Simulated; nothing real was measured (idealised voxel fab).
The document below concerns the process module designated voxel self aligned contacts.
Cross-sectional view cut (width: 230 nm; square cell size: 5 nm).
Cross-section format: a grid of square cells, given as bands from top to bottom; each band is one or more rows of cells.
Per band: top height and bottom height in nm, followed by the left-to-right materials and their widths in nm; "all across" marks a single material spanning edge to edge, "blank" marks empty space.
Height reference: 0 = level under which incoming wafer is all one material. Lowest band: no bottom, runs on downward, e.g. "0 down".
A width given as "30 to 40" starts at the first number in the band's top row and ends at the second number in its bottom row, shifting by an equal amount at every step from row to row.
The designation "changes: none", where it is given for a processing step, indicates that no cell of the cross-section was altered in the course of that step.
For the entry "Enclosed voids", the listed items are empty spaces with no open way to the top whose size is 8 cells or more; each item follows the pattern width x height at distance, where distance is from the left edge and all three are in nm.
The remark found on a step's line after its settings is issued by the simulator itself and pertains to that step.
overlay nm, on a step with a mask: how far to the right of its planned place the mask lay; to the left if negative

Below is the list of planned process steps:
1. RECEIVE: material Si
2. OXIDIZE: depth nm 5
3. DIRECTIONAL_DEP: material polySi, thk nm 20
4. DIRECTIONAL_DEP: material SiN, thk nm 25
5. PATTERN: tone cover, mask id GATE, material resist, width nm 35, pitch nm 70, thk nm 15, overlay nm 0
6. DIRECTIONAL_ETCH: etch materials SiN, depth nm 25
7. DIRECTIONAL_ETCH: etch materials polySi, depth nm 20
8. STRIP: etch materials resist
9. CONFORMAL_DEP: material SiN, thk nm 10
10. DIRECTIONAL_ETCH: etch materials SiN, depth nm 10
11. FILL_DEP: material SiO2, thk nm 10
12. CMP: height nm 50
13. DIRECTIONAL_DEP: material aC, thk nm 15
14. PATTERN: tone open, mask id CONTACT, material resist, width nm 55, pitch nm 70, thk nm 35, overlay nm 0
15. DIRECTIONAL_ETCH: etch materials aC, depth nm 15
16. STRIP: etch materials resist
17. DIRECTIONAL_ETCH: etch materials SiO2, depth nm 55
18. STRIP: etch materials aC
19. CONFORMAL_DEP: material TiN, thk nm 5
20. FILL_DEP: material W, thk nm 5
21. CMP: height nm 50
22. CONFORMAL_DEP: material SiN, thk nm 5

Shown in cross-section is the wafer as received, that is, as it stands after step 1:
	0 down | Si all across
	Enclosed voids: none

Below is the wafer in cross-section after the module was completed. It began from the starting point shown above and followed the plan shown above, except that one mistake was made while running it:
	55 to 50 | SiN all across
	50 to 30 | 15 of SiO2 | 55 of SiN | 5 of TiN | 5 of W | 5 of TiN | 55 of SiN | 5 of TiN | 5 of W | 5 of TiN | 55 of SiN | 20 of SiO2
	30 to 15 | 15 of SiO2 | 10 of SiN | 35 of polySi | 10 of SiN | 5 of TiN | 5 of W | 5 of TiN | 10 of SiN | 35 of polySi | 10 of SiN | 5 of TiN | 5 of W | 5 of TiN | 10 of SiN | 35 of polySi | 10 of SiN | 20 of SiO2
	15 to 10 | 15 of SiO2 | 10 of SiN | 35 of polySi | 10 of SiN | 15 of TiN | 10 of SiN | 35 of polySi | 10 of SiN | 15 of TiN | 10 of SiN | 35 of polySi | 10 of SiN | 20 of SiO2
	10 to 0 | polySi all across
	0 to -5 | SiO2 all across
	-5 down | Si all across
	Enclosed voids: none
Run error: note that step 3 departed from the planned setting and was carried out as DIRECTIONAL_DEP: material polySi, thk nm 30
